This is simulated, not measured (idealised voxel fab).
process module | voxel trench capacitor
cross-section cut | 255 nm wide | cells 5 nm
A cross-section is a grid of square cells, given in bands from the top down. A band is one or more rows of cells.
Each band's line starts with the height of the band's top and of its bottom, in nm. Then come its materials from left to right, each with its width in nm. One material with "throughout" fills the band from edge to edge. "air" is empty space.
Height 0 is the level under which the wafer as received is all one material. The lowest band goes on downwards, as in "0 down".
A width such as "30 to 40" changes by the same amount from each row of cells to the next, from the band's top row to its bottom row.
"no change" after a step means that no cell of the cross-section changed.
closed voids: empty space of 8 cells or more with no open way to the top, each as width x height at its distance from the left edge, in nm
after a step's settings: what the simulator itself notes on the step
overlay nm, on a step with a mask: how far to the right of its planned place the mask lay; to the left if negative
plan
1 op RECEIVE | material Si
2 op CONFORMAL_DEP | material SiN | thk nm 5
3 op PATTERN | tone open | mask id TRENCH | material resist | width nm 20 | pitch nm 40 | thk nm 15 | overlay nm 0
4 op DIRECTIONAL_ETCH | etch materials SiN | depth nm 5
5 op DIRECTIONAL_ETCH | etch materials Si | depth nm 35
6 op STRIP | etch materials resist
7 op CONFORMAL_DEP | material Al2O3 | thk nm 5
8 op FILL_DEP | material polySi | thk nm 5
9 op CMP | height nm 5
first wafer, as planned
as received, after step 1
  0 down: Si throughout
  closed voids: none
after step 2
  5 to 0: SiN throughout
  below 0: unchanged
after step 3
  20 to 5: resist 55 | air 20 | resist 20 | air 20 | resist 20 | air 20 | resist 20 | air 20 | resist 60
  below 5: unchanged
after step 4
  20 to 5: resist 55 | air 20 | resist 20 | air 20 | resist 20 | air 20 | resist 20 | air 20 | resist 60
  5 to 0: SiN 55 | air 20 | SiN 20 | air 20 | SiN 20 | air 20 | SiN 20 | air 20 | SiN 60
  below 0: unchanged
after step 5
  20 to 5: resist 55 | air 20 | resist 20 | air 20 | resist 20 | air 20 | resist 20 | air 20 | resist 60
  5 to 0: SiN 55 | air 20 | SiN 20 | air 20 | SiN 20 | air 20 | SiN 20 | air 20 | SiN 60
  0 to -35: Si 55 | air 20 | Si 20 | air 20 | Si 20 | air 20 | Si 20 | air 20 | Si 60
  below -35: unchanged
after step 6
  5 to 0: SiN 55 | air 20 | SiN 20 | air 20 | SiN 20 | air 20 | SiN 20 | air 20 | SiN 60
  below 0: unchanged
after step 7
  10 to 5: Al2O3 60 | air 10 | Al2O3 30 | air 10 | Al2O3 30 | air 10 | Al2O3 30 | air 10 | Al2O3 65
  5 to 0: SiN 55 | Al2O3 5 | air 10 | Al2O3 5 | SiN 20 | Al2O3 5 | air 10 | Al2O3 5 | SiN 20 | Al2O3 5 | air 10 | Al2O3 5 | SiN 20 | Al2O3 5 | air 10 | Al2O3 5 | SiN 60
  0 to -30: Si 55 | Al2O3 5 | air 10 | Al2O3 5 | Si 20 | Al2O3 5 | air 10 | Al2O3 5 | Si 20 | Al2O3 5 | air 10 | Al2O3 5 | Si 20 | Al2O3 5 | air 10 | Al2O3 5 | Si 60
  -30 to -35: Si 55 | Al2O3 20 | Si 20 | Al2O3 20 | Si 20 | Al2O3 20 | Si 20 | Al2O3 20 | Si 60
  below -35: unchanged
after step 8
  15 to 10: polySi throughout
  10 to 5: Al2O3 60 | polySi 10 | Al2O3 30 | polySi 10 | Al2O3 30 | polySi 10 | Al2O3 30 | polySi 10 | Al2O3 65
  5 to 0: SiN 55 | Al2O3 5 | polySi 10 | Al2O3 5 | SiN 20 | Al2O3 5 | polySi 10 | Al2O3 5 | SiN 20 | Al2O3 5 | polySi 10 | Al2O3 5 | SiN 20 | Al2O3 5 | polySi 10 | Al2O3 5 | SiN 60
  0 to -30: Si 55 | Al2O3 5 | polySi 10 | Al2O3 5 | Si 20 | Al2O3 5 | polySi 10 | Al2O3 5 | Si 20 | Al2O3 5 | polySi 10 | Al2O3 5 | Si 20 | Al2O3 5 | polySi 10 | Al2O3 5 | Si 60
  below -30: unchanged
after step 9
  5 to 0: SiN 55 | Al2O3 5 | polySi 10 | Al2O3 5 | SiN 20 | Al2O3 5 | polySi 10 | Al2O3 5 | SiN 20 | Al2O3 5 | polySi 10 | Al2O3 5 | SiN 20 | Al2O3 5 | polySi 10 | Al2O3 5 | SiN 60
  below 0: unchanged
second wafer: like start, like plan, one mistake. Through step 4 it matches the first wafer
when step 5 should have ended
  5 to 0: SiN 55 | air 20 | SiN 20 | air 20 | SiN 20 | air 20 | SiN 20 | air 20 | SiN 60
  below 0: unchanged
when step 6 should have ended
  5 to 0: SiN 55 | air 20 | SiN 20 | air 20 | SiN 20 | air 20 | SiN 20 | air 20 | SiN 60
  0 to -35: Si 55 | air 20 | Si 20 | air 20 | Si 20 | air 20 | Si 20 | air 20 | Si 60
  below -35: unchanged
when step 7 should have ended
  10 to 5: Al2O3 60 | air 10 | Al2O3 30 | air 10 | Al2O3 30 | air 10 | Al2O3 30 | air 10 | Al2O3 65
  5 to 0: SiN 55 | Al2O3 5 | air 10 | Al2O3 5 | SiN 20 | Al2O3 5 | air 10 | Al2O3 5 | SiN 20 | Al2O3 5 | air 10 | Al2O3 5 | SiN 20 | Al2O3 5 | air 10 | Al2O3 5 | SiN 60
  0 to -30: Si 55 | Al2O3 5 | air 10 | Al2O3 5 | Si 20 | Al2O3 5 | air 10 | Al2O3 5 | Si 20 | Al2O3 5 | air 10 | Al2O3 5 | Si 20 | Al2O3 5 | air 10 | Al2O3 5 | Si 60
  -30 to -35: Si 55 | Al2O3 20 | Si 20 | Al2O3 20 | Si 20 | Al2O3 20 | Si 20 | Al2O3 20 | Si 60
  below -35: unchanged
when step 8 should have ended
  15 to 10: polySi throughout
  10 to 5: Al2O3 60 | polySi 10 | Al2O3 30 | polySi 10 | Al2O3 30 | polySi 10 | Al2O3 30 | polySi 10 | Al2O3 65
  5 to 0: SiN 55 | Al2O3 5 | polySi 10 | Al2O3 5 | SiN 20 | Al2O3 5 | polySi 10 | Al2O3 5 | SiN 20 | Al2O3 5 | polySi 10 | Al2O3 5 | SiN 20 | Al2O3 5 | polySi 10 | Al2O3 5 | SiN 60
  0 to -30: Si 55 | Al2O3 5 | polySi 10 | Al2O3 5 | Si 20 | Al2O3 5 | polySi 10 | Al2O3 5 | Si 20 | Al2O3 5 | polySi 10 | Al2O3 5 | Si 20 | Al2O3 5 | polySi 10 | Al2O3 5 | Si 60
  below -30: unchanged
when step 9 should have ended
  5 to 0: SiN 55 | Al2O3 5 | polySi 10 | Al2O3 5 | SiN 20 | Al2O3 5 | polySi 10 | Al2O3 5 | SiN 20 | Al2O3 5 | polySi 10 | Al2O3 5 | SiN 20 | Al2O3 5 | polySi 10 | Al2O3 5 | SiN 60
  below 0: unchanged
what went wrong: steps 5 and 6 were swapped
at the end the two cross-sections are the same: no effect in what this model computes
